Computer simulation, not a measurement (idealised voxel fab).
A process module follows: voxel ribs on slabs.
Each square cell in cross-section cut measures 5 nm, and the section as a whole is 285 nm wide.
Cross-section = grid of square cells, listed top down in bands; band = one or more rows.
What a band's entry tells you: where the top is and where the bottom is, as heights in nm, and after that what lies inside, material by material from left to right, each with its width in nm. Empty space is written as the word "empty", and a single material marked with the word "all across" occupies the band from edge to edge.
A quick word on heights: they are counted from 0, and under that level the wafer as it came to us is one material throughout. The lowest band is different from the rest in having no bottom; it simply continues downward, written as in "0 down".
Top row gets the first number, bottom row gets the second, and each row in between changes by the same step: that is how a band width like "30->40" works.
"no change", as given for a step, is the statement that not any cell of the cross-section underwent a change during that step.
"Closed empty spaces" lists enclosed empty spaces (at least 8 cells, no open path upward to the top), each as width x height at distance from the left edge, in nm.
Formally, on a step line, whatever follows the settings is a remark that the simulator itself makes on the step.
overlay nm: step with mask; distance mask lay right of planned place; negative value = left of planned place.
Layout of what follows: cross-section pairs, each bracketing one process step, the after cross-section shown only to the lowest band that changed, the step between and its settings noted under each pair. Pairs may originate in different runs of this module on the same starting wafer; a pair continues from the pair above only where its entry headed "Pre-step section" says so.
# Pre-step section
	0 down | Si all across
	Closed empty spaces: none
# Post-Step Geometry
	30 to 0 | SiO2 all across
	Below 0 it's all the same as before, nothing changed down there.
	Closed empty spaces: none
Process step (between the before and after cross-sections above): DIRECTIONAL_DEP: material SiO2, thk nm 30
Pre-step section: Please consult the pair immediately above; the cross-section it shows after its step is the state before this step.
# Post-Step Geometry
	50 to 30 | polySi all across
	Below 30 it's all the same as before, nothing changed down there.
	Closed empty spaces: none
Process step (between the before and after cross-sections above): DIRECTIONAL_DEP: material polySi, thk nm 20
Pre-step section: Please consult the pair immediately above; the cross-section it shows after its step is the state before this step.
# Post-Step Geometry
	70 to 50 | empty: 130 / resist: 25 / empty: 130
	Below 50 it's all the same as before, nothing changed down there.
	Closed empty spaces: none
Process step (between the before and after cross-sections above): PATTERN: tone cover, mask id RIB, material resist, width nm 25, thk nm 20, overlay nm 0
Pre-step section: Please consult the pair immediately above; the cross-section it shows after its step is the state before this step.
# Post-Step Geometry
	70 to 50 | empty: 130 / resist: 25 / empty: 130
	50 to 45 | empty: 130 / polySi: 25 / empty: 130
	Below 45 it's all the same as before, nothing changed down there.
	Closed empty spaces: none
Process step (between the before and after cross-sections above): DIRECTIONAL_ETCH: etch materials polySi, depth nm 5
Pre-step section: Please consult the pair immediately above; the cross-section it shows after its step is the state before this step.
# Post-Step Geometry
	50 to 45 | empty: 130 / polySi: 25 / empty: 130
	Below 45 it's all the same as before, nothing changed down there.
	Closed empty spaces: none
Process step (between the before and after cross-sections above): STRIP: etch materials resist
Pre-step section: Please consult the pair immediately above; the cross-section it shows after its step is the state before this step.
# Post-Step Geometry
	60 to 55 | empty: 130 / aC: 25 / empty: 130
	55 to 50 | aC all across
	50 to 45 | aC: 130 / polySi: 25 / aC: 130
	Below 45 it's all the same as before, nothing changed down there.
	Closed empty spaces: none
Process step (between the before and after cross-sections above): DIRECTIONAL_DEP: material aC, thk nm 10
Pre-step section: Please consult the pair immediately above; the cross-section it shows after its step is the state before this step.
# Post-Step Geometry
	90 to 60 | empty: 105 / resist: 75 / empty: 105
	60 to 55 | empty: 105 / resist: 25 / aC: 25 / resist: 25 / empty: 105
	Below 55 it's all the same as before, nothing changed down there.
	Closed empty spaces: none
Process step (between the before and after cross-sections above): PATTERN: tone cover, mask id SLAB, material resist, width nm 75, thk nm 30, overlay nm 0
Pre-step section: Please consult the pair immediately above; the cross-section it shows after its step is the state before this step.
# Post-Step Geometry
	80 to 60 | empty: 105 / resist: 75 / empty: 105
	60 to 55 | empty: 105 / resist: 25 / aC: 25 / resist: 25 / empty: 105
	55 to 50 | empty: 105 / aC: 75 / empty: 105
	50 to 45 | empty: 105 / aC: 25 / polySi: 25 / aC: 25 / empty: 105
	Below 45 it's all the same as before, nothing changed down there.
	Closed empty spaces: none
Process step (between the before and after cross-sections above): DIRECTIONAL_ETCH: etch materials aC, depth nm 10
Pre-step section: Please consult the pair immediately above; the cross-section it shows after its step is the state before this step.
# Post-Step Geometry
	60 to 50 | empty: 130->105 / aC: 25->75 / empty: 130->105
	Below 50 it's all the same as before, nothing changed down there.
	Closed empty spaces: none
Process step (between the before and after cross-sections above): STRIP: etch materials resist
Pre-step section: Please consult the pair immediately above; the cross-section it shows after its step is the state before this step.
# Post-Step Geometry
	60 to 50 | empty: 130->105 / aC: 25->75 / empty: 130->105
	50 to 45 | empty: 105 / aC: 25 / polySi: 25 / aC: 25 / empty: 105
	45 to 30 | empty: 105 / polySi: 75 / empty: 105
	Below 30 it's all the same as before, nothing changed down there.
	Closed empty spaces: none
Process step (between the before and after cross-sections above): DIRECTIONAL_ETCH: etch materials polySi, depth nm 15
Pre-step section: Please consult the pair immediately above; the cross-section it shows after its step is the state before this step.
# Post-Step Geometry
	50 to 45 | empty: 130 / polySi: 25 / empty: 130
	Below 45 it's all the same as before, nothing changed down there.
	Closed empty spaces: none
Process step (between the before and after cross-sections above): STRIP: etch materials aC
Pre-step section: Please consult the pair immediately above; the cross-section it shows after its step is the state before this step.
# Post-Step Geometry
	75 to 50 | SiO2 all across
	50 to 45 | SiO2: 130 / polySi: 25 / SiO2: 130
	45 to 30 | SiO2: 105 / polySi: 75 / SiO2: 105
	Below 30 it's all the same as before, nothing changed down there.
	Closed empty spaces: none
Process step (between the before and after cross-sections above): FILL_DEP: material SiO2, thk nm 25
Pre-step section: Please consult the pair immediately above; the cross-section it shows after its step is the state before this step.
# Post-Step Geometry
	65 to 50 | SiO2 all across
	Below 50 it's all the same as before, nothing changed down there.
	Closed empty spaces: none
Process step (between the before and after cross-sections above): CMP: height nm 65
Pre-step section: Please consult the pair immediately above; the cross-section it shows after its step is the state before this step.
# Post-Step Geometry
	75 to 65 | W all across
	Below 65 it's all the same as before, nothing changed down there.
	Closed empty spaces: none
Process step (between the before and after cross-sections above): DIRECTIONAL_DEP: material W, thk nm 10
Pre-step section: Please consult the pair immediately above; the cross-section it shows after its step is the state before this step.
# Post-Step Geometry
	75 to 65 | empty: 125 / W: 35 / empty: 125
	Below 65 it's all the same as before, nothing changed down there.
	Closed empty spaces: none
Process step (between the before and after cross-sections above): MASKED_ETCH: tone cover, mask id HEATER, width nm 35, etch materials W, depth nm 10, overlay nm 0
Pre-step section: Please consult the pair immediately above; the cross-section it shows after its step is the state before this step.
# Post-Step Geometry
	80 to 75 | empty: 120 / SiO2: 45 / empty: 120
	75 to 70 | empty: 120 / SiO2: 5 / W: 35 / SiO2: 5 / empty: 120
	70 to 65 | SiO2: 125 / W: 35 / SiO2: 125
	Below 65 it's all the same as before, nothing changed down there.
	Closed empty spaces: none
Process step (between the before and after cross-sections above): CONFORMAL_DEP: material SiO2, thk nm 5
# Pre-step section
	30 to 0 | SiO2 all across
	0 down | Si all across
	Closed empty spaces: none
# Post-Step Geometry
	60 to 0 | SiO2 all across
	Below 0 it's all the same as before, nothing changed down there.
	Closed empty spaces: none
Process step (between the before and after cross-sections above): DIRECTIONAL_DEP: material SiO2, thk nm 30
Pre-step section: Please consult the pair immediately above; the cross-section it shows after its step is the state before this step.
# Post-Step Geometry
	80 to 60 | polySi all across
	Below 60 it's all the same as before, nothing changed down there.
	Closed empty spaces: none
Process step (between the before and after cross-sections above): DIRECTIONAL_DEP: material polySi, thk nm 20
Pre-step section: Please consult the pair immediately above; the cross-section it shows after its step is the state before this step.
# Post-Step Geometry
	100 to 80 | empty: 130 / resist: 25 / empty: 130
	Below 80 it's all the same as before, nothing changed down there.
	Closed empty spaces: none
Process step (between the before and after cross-sections above): PATTERN: tone cover, mask id RIB, material resist, width nm 25, thk nm 20, overlay nm 0
Pre-step section: Please consult the pair immediately above; the cross-section it shows after its step is the state before this step.
# Post-Step Geometry
	100 to 80 | empty: 130 / resist: 25 / empty: 130
	80 to 75 | empty: 130 / polySi: 25 / empty: 130
	Below 75 it's all the same as before, nothing changed down there.
	Closed empty spaces: none
Process step (between the before and after cross-sections above): DIRECTIONAL_ETCH: etch materials polySi, depth nm 5
Pre-step section: Please consult the pair immediately above; the cross-section it shows after its step is the state before this step.
# Post-Step Geometry
	80 to 75 | empty: 130 / polySi: 25 / empty: 130
	Below 75 it's all the same as before, nothing changed down there.
	Closed empty spaces: none
Process step (between the before and after cross-sections above): STRIP: etch materials resist
Pre-step section: Please consult the pair immediately above; the cross-section it shows after its step is the state before this step.
# Post-Step Geometry
	90 to 85 | empty: 130 / aC: 25 / empty: 130
	85 to 80 | aC all across
	80 to 75 | aC: 130 / polySi: 25 / aC: 130
	Below 75 it's all the same as before, nothing changed down there.
	Closed empty spaces: none
Process step (between the before and after cross-sections above): DIRECTIONAL_DEP: material aC, thk nm 10
Pre-step section: Please consult the pair immediately above; the cross-section it shows after its step is the state before this step.
# Post-Step Geometry
	120 to 90 | empty: 105 / resist: 75 / empty: 105
	90 to 85 | empty: 105 / resist: 25 / aC: 25 / resist: 25 / empty: 105
	Below 85 it's all the same as before, nothing changed down there.
	Closed empty spaces: none
Process step (between the before and after cross-sections above): PATTERN: tone cover, mask id SLAB, material resist, width nm 75, thk nm 30, overlay nm 0
Pre-step section: Please consult the pair immediately above; the cross-section it shows after its step is the state before this step.
# Post-Step Geometry
	110 to 90 | empty: 105 / resist: 75 / empty: 105
	90 to 85 | empty: 105 / resist: 25 / aC: 25 / resist: 25 / empty: 105
	85 to 80 | empty: 105 / aC: 75 / empty: 105
	80 to 75 | empty: 105 / aC: 25 / polySi: 25 / aC: 25 / empty: 105
	Below 75 it's all the same as before, nothing changed down there.
	Closed empty spaces: none
Process step (between the before and after cross-sections above): DIRECTIONAL_ETCH: etch materials aC, depth nm 10
Pre-step section: Please consult the pair immediately above; the cross-section it shows after its step is the state before this step.
# Post-Step Geometry
	90 to 80 | empty: 130->105 / aC: 25->75 / empty: 130->105
	Below 80 it's all the same as before, nothing changed down there.
	Closed empty spaces: none
Process step (between the before and after cross-sections above): STRIP: etch materials resist
Pre-step section: Please consult the pair immediately above; the cross-section it shows after its step is the state before this step.
# Post-Step Geometry
	90 to 80 | empty: 130->105 / aC: 25->75 / empty: 130->105
	80 to 75 | empty: 105 / aC: 25 / polySi: 25 / aC: 25 / empty: 105
	75 to 60 | empty: 105 / polySi: 75 / empty: 105
	Below 60 it's all the same as before, nothing changed down there.
	Closed empty spaces: none
Process step (between the before and after cross-sections above): DIRECTIONAL_ETCH: etch materials polySi, depth nm 15
Pre-step section: Please consult the pair immediately above; the cross-section it shows after its step is the state before this step.
# Post-Step Geometry
	80 to 75 | empty: 130 / polySi: 25 / empty: 130
	Below 75 it's all the same as before, nothing changed down there.
	Closed empty spaces: none
Process step (between the before and after cross-sections above): STRIP: etch materials aC
Pre-step section: Please consult the pair immediately above; the cross-section it shows after its step is the state before this step.
# Post-Step Geometry
	105 to 80 | SiO2 all across
	80 to 75 | SiO2: 130 / polySi: 25 / SiO2: 130
	75 to 60 | SiO2: 105 / polySi: 75 / SiO2: 105
	Below 60 it's all the same as before, nothing changed down there.
	Closed empty spaces: none
Process step (between the before and after cross-sections above): FILL_DEP: material SiO2, thk nm 25
Pre-step section: Please consult the pair immediately above; the cross-section it shows after its step is the state before this step.
# Post-Step Geometry
	65 to 60 | SiO2: 105 / polySi: 75 / SiO2: 105
	Below 60 it's all the same as before, nothing changed down there.
	Closed empty spaces: none
Process step (between the before and after cross-sections above): CMP: height nm 65
Pre-step section: Please consult the pair immediately above; the cross-section it shows after its step is the state before this step.
# Post-Step Geometry
	75 to 65 | W all across
	Below 65 it's all the same as before, nothing changed down there.
	Closed empty spaces: none
Process step (between the before and after cross-sections above): DIRECTIONAL_DEP: material W, thk nm 10
Pre-step section: Please consult the pair immediately above; the cross-section it shows after its step is the state before this step.
# Post-Step Geometry
	75 to 65 | empty: 125 / W: 35 / empty: 125
	Below 65 it's all the same as before, nothing changed down there.
	Closed empty spaces: none
Process step (between the before and after cross-sections above): MASKED_ETCH: tone cover, mask id HEATER, width nm 35, etch materials W, depth nm 10, overlay nm 0
Pre-step section: Please consult the pair immediately above; the cross-section it shows after its step is the state before this step.
# Post-Step Geometry
	80 to 75 | empty: 120 / SiO2: 45 / empty: 120
	75 to 70 | empty: 120 / SiO2: 5 / W: 35 / SiO2: 5 / empty: 120
	70 to 65 | SiO2: 125 / W: 35 / SiO2: 125
	Below 65 it's all the same as before, nothing changed down there.
	Closed empty spaces: none
Process step (between the before and after cross-sections above): CONFORMAL_DEP: material SiO2, thk nm 5
# Pre-step section
	0 down | Si all across
	Closed empty spaces: none
# Post-Step Geometry
	20 to 0 | polySi all across
	Below 0 it's all the same as before, nothing changed down there.
	Closed empty spaces: none
Process step (between the before and after cross-sections above): DIRECTIONAL_DEP: material polySi, thk nm 20
Pre-step section: Please consult the pair immediately above; the cross-section it shows after its step is the state before this step.
# Post-Step Geometry
	50 to 20 | SiO2 all across
	Below 20 it's all the same as before, nothing changed down there.
	Closed empty spaces: none
Process step (between the before and after cross-sections above): DIRECTIONAL_DEP: material SiO2, thk nm 30
Pre-step section: Please consult the pair immediately above; the cross-section it shows after its step is the state before this step.
# Post-Step Geometry
	70 to 50 | empty: 130 / resist: 25 / empty: 130
	Below 50 it's all the same as before, nothing changed down there.
	Closed empty spaces: none
Process step (between the before and after cross-sections above): PATTERN: tone cover, mask id RIB, material resist, width nm 25, thk nm 20, overlay nm 0
Pre-step section: Please consult the pair immediately above; the cross-section it shows after its step is the state before this step.
# Post-Step Geometry
	50 to 20 | SiO2 all across
	Below 20 it's all the same as before, nothing changed down there.
	Closed empty spaces: none
Process step (between the before and after cross-sections above): STRIP: etch materials resist
Pre-step section: Please consult the pair immediately above; the cross-section it shows after its step is the state before this step.
# Post-Step Geometry
	60 to 50 | aC all across
	Below 50 it's all the same as before, nothing changed down there.
	Closed empty spaces: none
Process step (between the before and after cross-sections above): DIRECTIONAL_DEP: material aC, thk nm 10
Pre-step section: Please consult the pair immediately above; the cross-section it shows after its step is the state before this step.
# Post-Step Geometry
	90 to 60 | empty: 105 / resist: 75 / empty: 105
	Below 60 it's all the same as before, nothing changed down there.
	Closed empty spaces: none
Process step (between the before and after cross-sections above): PATTERN: tone cover, mask id SLAB, material resist, width nm 75, thk nm 30, overlay nm 0
Pre-step section: Please consult the pair immediately above; the cross-section it shows after its step is the state before this step.
# Post-Step Geometry
	80 to 60 | empty: 105 / resist: 75 / empty: 105
	60 to 50 | empty: 105 / aC: 75 / empty: 105
	Below 50 it's all the same as before, nothing changed down there.
	Closed empty spaces: none
Process step (between the before and after cross-sections above): DIRECTIONAL_ETCH: etch materials aC, depth nm 10
Pre-step section: Please consult the pair immediately above; the cross-section it shows after its step is the state before this step.
# Post-Step Geometry
	60 to 50 | empty: 105 / aC: 75 / empty: 105
	Below 50 it's all the same as before, nothing changed down there.
	Closed empty spaces: none
Process step (between the before and after cross-sections above): STRIP: etch materials resist
Pre-step section: Please consult the pair immediately above; the cross-section it shows after its step is the state before this step.
# Post-Step Geometry
	50 to 20 | SiO2 all across
	Below 20 it's all the same as before, nothing changed down there.
	Closed empty spaces: none
Process step (between the before and after cross-sections above): STRIP: etch materials aC
Pre-step section: Please consult the pair immediately above; the cross-section it shows after its step is the state before this step.
# Post-Step Geometry
	75 to 20 | SiO2 all across
	Below 20 it's all the same as before, nothing changed down there.
	Closed empty spaces: none
Process step (between the before and after cross-sections above): FILL_DEP: material SiO2, thk nm 25
Pre-step section: Please consult the pair immediately above; the cross-section it shows after its step is the state before this step.
# Post-Step Geometry
	65 to 20 | SiO2 all across
	Below 20 it's all the same as before, nothing changed down there.
	Closed empty spaces: none
Process step (between the before and after cross-sections above): CMP: height nm 65
Pre-step section: Please consult the pair immediately above; the cross-section it shows after its step is the state before this step.
# Post-Step Geometry
	75 to 65 | W all across
	Below 65 it's all the same as before, nothing changed down there.
	Closed empty spaces: none
Process step (between the before and after cross-sections above): DIRECTIONAL_DEP: material W, thk nm 10
Pre-step section: Please consult the pair immediately above; the cross-section it shows after its step is the state before this step.
# Post-Step Geometry
	75 to 65 | empty: 125 / W: 35 / empty: 125
	Below 65 it's all the same as before, nothing changed down there.
	Closed empty spaces: none
Process step (between the before and after cross-sections above): MASKED_ETCH: tone cover, mask id HEATER, width nm 35, etch materials W, depth nm 10, overlay nm 0
Pre-step section: Please consult the pair immediately above; the cross-section it shows after its step is the state before this step.
# Post-Step Geometry
	80 to 75 | empty: 120 / SiO2: 45 / empty: 120
	75 to 70 | empty: 120 / SiO2: 5 / W: 35 / SiO2: 5 / empty: 120
	70 to 65 | SiO2: 125 / W: 35 / SiO2: 125
	Below 65 it's all the same as before, nothing changed down there.
	Closed empty spaces: none
Process step (between the before and after cross-sections above): CONFORMAL_DEP: material SiO2, thk nm 5
# Pre-step section
	30 to 0 | SiO2 all across
	0 down | Si all across
	Closed empty spaces: none
# Post-Step Geometry
	60 to 30 | polySi all across
	Below 30 it's all the same as before, nothing changed down there.
	Closed empty spaces: none
Process step (between the before and after cross-sections above): DIRECTIONAL_DEP: material polySi, thk nm 30
Pre-step section: Please consult the pair immediately above; the cross-section it shows after its step is the state before this step.
# Post-Step Geometry
	80 to 60 | empty: 130 / resist: 25 / empty: 130
	Below 60 it's all the same as before, nothing changed down there.
	Closed empty spaces: none
Process step (between the before and after cross-sections above): PATTERN: tone cover, mask id RIB, material resist, width nm 25, thk nm 20, overlay nm 0
Pre-step section: Please consult the pair immediately above; the cross-section it shows after its step is the state before this step.
# Post-Step Geometry
	80 to 60 | empty: 130 / resist: 25 / empty: 130
	60 to 55 | empty: 130 / polySi: 25 / empty: 130
	Below 55 it's all the same as before, nothing changed down there.
	Closed empty spaces: none
Process step (between the before and after cross-sections above): DIRECTIONAL_ETCH: etch materials polySi, depth nm 5
Pre-step section: Please consult the pair immediately above; the cross-section it shows after its step is the state before this step.
# Post-Step Geometry
	60 to 55 | empty: 130 / polySi: 25 / empty: 130
	Below 55 it's all the same as before, nothing changed down there.
	Closed empty spaces: none
Process step (between the before and after cross-sections above): STRIP: etch materials resist
Pre-step section: Please consult the pair immediately above; the cross-section it shows after its step is the state before this step.
# Post-Step Geometry
	70 to 65 | empty: 130 / aC: 25 / empty: 130
	65 to 60 | aC all across
	60 to 55 | aC: 130 / polySi: 25 / aC: 130
	Below 55 it's all the same as before, nothing changed down there.
	Closed empty spaces: none
Process step (between the before and after cross-sections above): DIRECTIONAL_DEP: material aC, thk nm 10
Pre-step section: Please consult the pair immediately above; the cross-section it shows after its step is the state before this step.
# Post-Step Geometry
	100 to 70 | empty: 105 / resist: 75 / empty: 105
	70 to 65 | empty: 105 / resist: 25 / aC: 25 / resist: 25 / empty: 105
	Below 65 it's all the same as before, nothing changed down there.
	Closed empty spaces: none
Process step (between the before and after cross-sections above): PATTERN: tone cover, mask id SLAB, material resist, width nm 75, thk nm 30, overlay nm 0
Pre-step section: Please consult the pair immediately above; the cross-section it shows after its step is the state before this step.
# Post-Step Geometry
	90 to 70 | empty: 105 / resist: 75 / empty: 105
	70 to 65 | empty: 105 / resist: 25 / aC: 25 / resist: 25 / empty: 105
	65 to 60 | empty: 105 / aC: 75 / empty: 105
	60 to 55 | empty: 105 / aC: 25 / polySi: 25 / aC: 25 / empty: 105
	Below 55 it's all the same as before, nothing changed down there.
	Closed empty spaces: none
Process step (between the before and after cross-sections above): DIRECTIONAL_ETCH: etch materials aC, depth nm 10
Pre-step section: Please consult the pair immediately above; the cross-section it shows after its step is the state before this step.
# Post-Step Geometry
	70 to 60 | empty: 130->105 / aC: 25->75 / empty: 130->105
	Below 60 it's all the same as before, nothing changed down there.
	Closed empty spaces: none
Process step (between the before and after cross-sections above): STRIP: etch materials resist
Pre-step section: Please consult the pair immediately above; the cross-section it shows after its step is the state before this step.
# Post-Step Geometry
	70 to 60 | empty: 130->105 / aC: 25->75 / empty: 130->105
	60 to 55 | empty: 105 / aC: 25 / polySi: 25 / aC: 25 / empty: 105
	55 to 40 | empty: 105 / polySi: 75 / empty: 105
	Below 40 it's all the same as before, nothing changed down there.
	Closed empty spaces: none
Process step (between the before and after cross-sections above): DIRECTIONAL_ETCH: etch materials polySi, depth nm 15
Pre-step section: Please consult the pair immediately above; the cross-section it shows after its step is the state before this step.
# Post-Step Geometry
	60 to 55 | empty: 130 / polySi: 25 / empty: 130
	Below 55 it's all the same as before, nothing changed down there.
	Closed empty spaces: none
Process step (between the before and after cross-sections above): STRIP: etch materials aC
Pre-step section: Please consult the pair immediately above; the cross-section it shows after its step is the state before this step.
# Post-Step Geometry
	85 to 60 | SiO2 all across
	60 to 55 | SiO2: 130 / polySi: 25 / SiO2: 130
	55 to 40 | SiO2: 105 / polySi: 75 / SiO2: 105
	Below 40 it's all the same as before, nothing changed down there.
	Closed empty spaces: none
Process step (between the before and after cross-sections above): FILL_DEP: material SiO2, thk nm 25
Pre-step section: Please consult the pair immediately above; the cross-section it shows after its step is the state before this step.
# Post-Step Geometry
	65 to 60 | SiO2 all across
	Below 60 it's all the same as before, nothing changed down there.
	Closed empty spaces: none
Process step (between the before and after cross-sections above): CMP: height nm 65
Pre-step section: Please consult the pair immediately above; the cross-section it shows after its step is the state before this step.
# Post-Step Geometry
	75 to 65 | W all across
	Below 65 it's all the same as before, nothing changed down there.
	Closed empty spaces: none
Process step (between the before and after cross-sections above): DIRECTIONAL_DEP: material W, thk nm 10
Pre-step section: Please consult the pair immediately above; the cross-section it shows after its step is the state before this step.
# Post-Step Geometry
	75 to 65 | empty: 125 / W: 35 / empty: 125
	Below 65 it's all the same as before, nothing changed down there.
	Closed empty spaces: none
Process step (between the before and after cross-sections above): MASKED_ETCH: tone cover, mask id HEATER, width nm 35, etch materials W, depth nm 10, overlay nm 0
Pre-step section: Please consult the pair immediately above; the cross-section it shows after its step is the state before this step.
# Post-Step Geometry
	80 to 75 | empty: 120 / SiO2: 45 / empty: 120
	75 to 70 | empty: 120 / SiO2: 5 / W: 35 / SiO2: 5 / empty: 120
	70 to 65 | SiO2: 125 / W: 35 / SiO2: 125
	Below 65 it's all the same as before, nothing changed down there.
	Closed empty spaces: none
Process step (between the before and after cross-sections above): CONFORMAL_DEP: material SiO2, thk nm 5
# Pre-step section
	50 to 30 | polySi all across
	30 to 0 | SiO2 all across
	0 down | Si all across
	Closed empty spaces: none
# Post-Step Geometry
	70 to 50 | empty: 135 / resist: 20 / empty: 130
	Below 50 it's all the same as before, nothing changed down there.
	Closed empty spaces: none
Process step (between the before and after cross-sections above): PATTERN: tone cover, mask id RIB, material resist, width nm 20, thk nm 20, overlay nm 0
Pre-step section: Please consult the pair immediately above; the cross-section it shows after its step is the state before this step.
# Post-Step Geometry
	70 to 50 | empty: 135 / resist: 20 / empty: 130
	50 to 45 | empty: 135 / polySi: 20 / empty: 130
	Below 45 it's all the same as before, nothing changed down there.
	Closed empty spaces: none
Process step (between the before and after cross-sections above): DIRECTIONAL_ETCH: etch materials polySi, depth nm 5
Pre-step section: Please consult the pair immediately above; the cross-section it shows after its step is the state before this step.
# Post-Step Geometry
	50 to 45 | empty: 135 / polySi: 20 / empty: 130
	Below 45 it's all the same as before, nothing changed down there.
	Closed empty spaces: none
Process step (between the before and after cross-sections above): STRIP: etch materials resist
Pre-step section: Please consult the pair immediately above; the cross-section it shows after its step is the state before this step.
# Post-Step Geometry
	60 to 55 | empty: 135 / aC: 20 / empty: 130
	55 to 50 | aC all across
	50 to 45 | aC: 135 / polySi: 20 / aC: 130
	Below 45 it's all the same as before, nothing changed down there.
	Closed empty spaces: none
Process step (between the before and after cross-sections above): DIRECTIONAL_DEP: material aC, thk nm 10
Pre-step section: Please consult the pair immediately above; the cross-section it shows after its step is the state before this step.
# Post-Step Geometry
	90 to 60 | empty: 105 / resist: 75 / empty: 105
	60 to 55 | empty: 105 / resist: 30 / aC: 20 / resist: 25 / empty: 105
	Below 55 it's all the same as before, nothing changed down there.
	Closed empty spaces: none
Process step (between the before and after cross-sections above): PATTERN: tone cover, mask id SLAB, material resist, width nm 75, thk nm 30, overlay nm 0
Pre-step section: Please consult the pair immediately above; the cross-section it shows after its step is the state before this step.
# Post-Step Geometry
	80 to 60 | empty: 105 / resist: 75 / empty: 105
	60 to 55 | empty: 105 / resist: 30 / aC: 20 / resist: 25 / empty: 105
	55 to 50 | empty: 105 / aC: 75 / empty: 105
	50 to 45 | empty: 105 / aC: 30 / polySi: 20 / aC: 25 / empty: 105
	Below 45 it's all the same as before, nothing changed down there.
	Closed empty spaces: none
Process step (between the before and after cross-sections above): DIRECTIONAL_ETCH: etch materials aC, depth nm 10
Pre-step section: Please consult the pair immediately above; the cross-section it shows after its step is the state before this step.
# Post-Step Geometry
	60 to 50 | empty: 135->105 / aC: 20->75 / empty: 130->105
	Below 50 it's all the same as before, nothing changed down there.
	Closed empty spaces: none
Process step (between the before and after cross-sections above): STRIP: etch materials resist
Pre-step section: Please consult the pair immediately above; the cross-section it shows after its step is the state before this step.
# Post-Step Geometry
	60 to 50 | empty: 135->105 / aC: 20->75 / empty: 130->105
	50 to 45 | empty: 105 / aC: 30 / polySi: 20 / aC: 25 / empty: 105
	45 to 30 | empty: 105 / polySi: 75 / empty: 105
	Below 30 it's all the same as before, nothing changed down there.
	Closed empty spaces: none
Process step (between the before and after cross-sections above): DIRECTIONAL_ETCH: etch materials polySi, depth nm 15
Pre-step section: Please consult the pair immediately above; the cross-section it shows after its step is the state before this step.
# Post-Step Geometry
	50 to 45 | empty: 135 / polySi: 20 / empty: 130
	Below 45 it's all the same as before, nothing changed down there.
	Closed empty spaces: none
Process step (between the before and after cross-sections above): STRIP: etch materials aC
Pre-step section: Please consult the pair immediately above; the cross-section it shows after its step is the state before this step.
# Post-Step Geometry
	75 to 50 | SiO2 all across
	50 to 45 | SiO2: 135 / polySi: 20 / SiO2: 130
	45 to 30 | SiO2: 105 / polySi: 75 / SiO2: 105
	Below 30 it's all the same as before, nothing changed down there.
	Closed empty spaces: none
Process step (between the before and after cross-sections above): FILL_DEP: material SiO2, thk nm 25
Pre-step section: Please consult the pair immediately above; the cross-section it shows after its step is the state before this step.
# Post-Step Geometry
	65 to 50 | SiO2 all across
	Below 50 it's all the same as before, nothing changed down there.
	Closed empty spaces: none
Process step (between the before and after cross-sections above): CMP: height nm 65
Pre-step section: Please consult the pair immediately above; the cross-section it shows after its step is the state before this step.
# Post-Step Geometry
	75 to 65 | W all across
	Below 65 it's all the same as before, nothing changed down there.
	Closed empty spaces: none
Process step (between the before and after cross-sections above): DIRECTIONAL_DEP: material W, thk nm 10
Pre-step section: Please consult the pair immediately above; the cross-section it shows after its step is the state before this step.
# Post-Step Geometry
	75 to 65 | empty: 125 / W: 35 / empty: 125
	Below 65 it's all the same as before, nothing changed down there.
	Closed empty spaces: none
Process step (between the before and after cross-sections above): MASKED_ETCH: tone cover, mask id HEATER, width nm 35, etch materials W, depth nm 10, overlay nm 0
Pre-step section: Please consult the pair immediately above; the cross-section it shows after its step is the state before this step.
# Post-Step Geometry
	80 to 75 | empty: 120 / SiO2: 45 / empty: 120
	75 to 70 | empty: 120 / SiO2: 5 / W: 35 / SiO2: 5 / empty: 120
	70 to 65 | SiO2: 125 / W: 35 / SiO2: 125
	Below 65 it's all the same as before, nothing changed down there.
	Closed empty spaces: none
Process step (between the before and after cross-sections above): CONFORMAL_DEP: material SiO2, thk nm 5
# Pre-step section
	60 to 55 | empty: 130 / aC: 25 / empty: 130
	55 to 50 | aC all across
	50 to 45 | aC: 130 / polySi: 25 / aC: 130
	45 to 30 | polySi all across
	30 to 0 | SiO2 all across
	0 down | Si all across
	Closed empty spaces: none
# Post-Step Geometry
	90 to 60 | empty: 110 / resist: 75 / empty: 100
	60 to 55 | empty: 110 / resist: 20 / aC: 25 / resist: 30 / empty: 100
	Below 55 it's all the same as before, nothing changed down there.
	Closed empty spaces: none
Process step (between the before and after cross-sections above): PATTERN: tone cover, mask id SLAB, material resist, width nm 75, thk nm 30, overlay nm 5
Pre-step section: Please consult the pair immediately above; the cross-section it shows after its step is the state before this step.
# Post-Step Geometry
	80 to 60 | empty: 110 / resist: 75 / empty: 100
	60 to 55 | empty: 110 / resist: 20 / aC: 25 / resist: 30 / empty: 100
	55 to 50 | empty: 110 / aC: 75 / empty: 100
	50 to 45 | empty: 110 / aC: 20 / polySi: 25 / aC: 30 / empty: 100
	Below 45 it's all the same as before, nothing changed down there.
	Closed empty spaces: none
Process step (between the before and after cross-sections above): DIRECTIONAL_ETCH: etch materials aC, depth nm 10
Pre-step section: Please consult the pair immediately above; the cross-section it shows after its step is the state before this step.
# Post-Step Geometry
	60 to 50 | empty: 130->110 / aC: 25->75 / empty: 130->100
	Below 50 it's all the same as before, nothing changed down there.
	Closed empty spaces: none
Process step (between the before and after cross-sections above): STRIP: etch materials resist
Pre-step section: Please consult the pair immediately above; the cross-section it shows after its step is the state before this step.
# Post-Step Geometry
	60 to 50 | empty: 130->110 / aC: 25->75 / empty: 130->100
	50 to 45 | empty: 110 / aC: 20 / polySi: 25 / aC: 30 / empty: 100
	45 to 30 | empty: 110 / polySi: 75 / empty: 100
	Below 30 it's all the same as before, nothing changed down there.
	Closed empty spaces: none
Process step (between the before and after cross-sections above): DIRECTIONAL_ETCH: etch materials polySi, depth nm 15
Pre-step section: Please consult the pair immediately above; the cross-section it shows after its step is the state before this step.
# Post-Step Geometry
	50 to 45 | empty: 130 / polySi: 25 / empty: 130
	Below 45 it's all the same as before, nothing changed down there.
	Closed empty spaces: none
Process step (between the before and after cross-sections above): STRIP: etch materials aC
Pre-step section: Please consult the pair immediately above; the cross-section it shows after its step is the state before this step.
# Post-Step Geometry
	75 to 50 | SiO2 all across
	50 to 45 | SiO2: 130 / polySi: 25 / SiO2: 130
	45 to 30 | SiO2: 110 / polySi: 75 / SiO2: 100
	Below 30 it's all the same as before, nothing changed down there.
	Closed empty spaces: none
Process step (between the before and after cross-sections above): FILL_DEP: material SiO2, thk nm 25
Pre-step section: Please consult the pair immediately above; the cross-section it shows after its step is the state before this step.
# Post-Step Geometry
	65 to 50 | SiO2 all across
	Below 50 it's all the same as before, nothing changed down there.
	Closed empty spaces: none
Process step (between the before and after cross-sections above): CMP: height nm 65
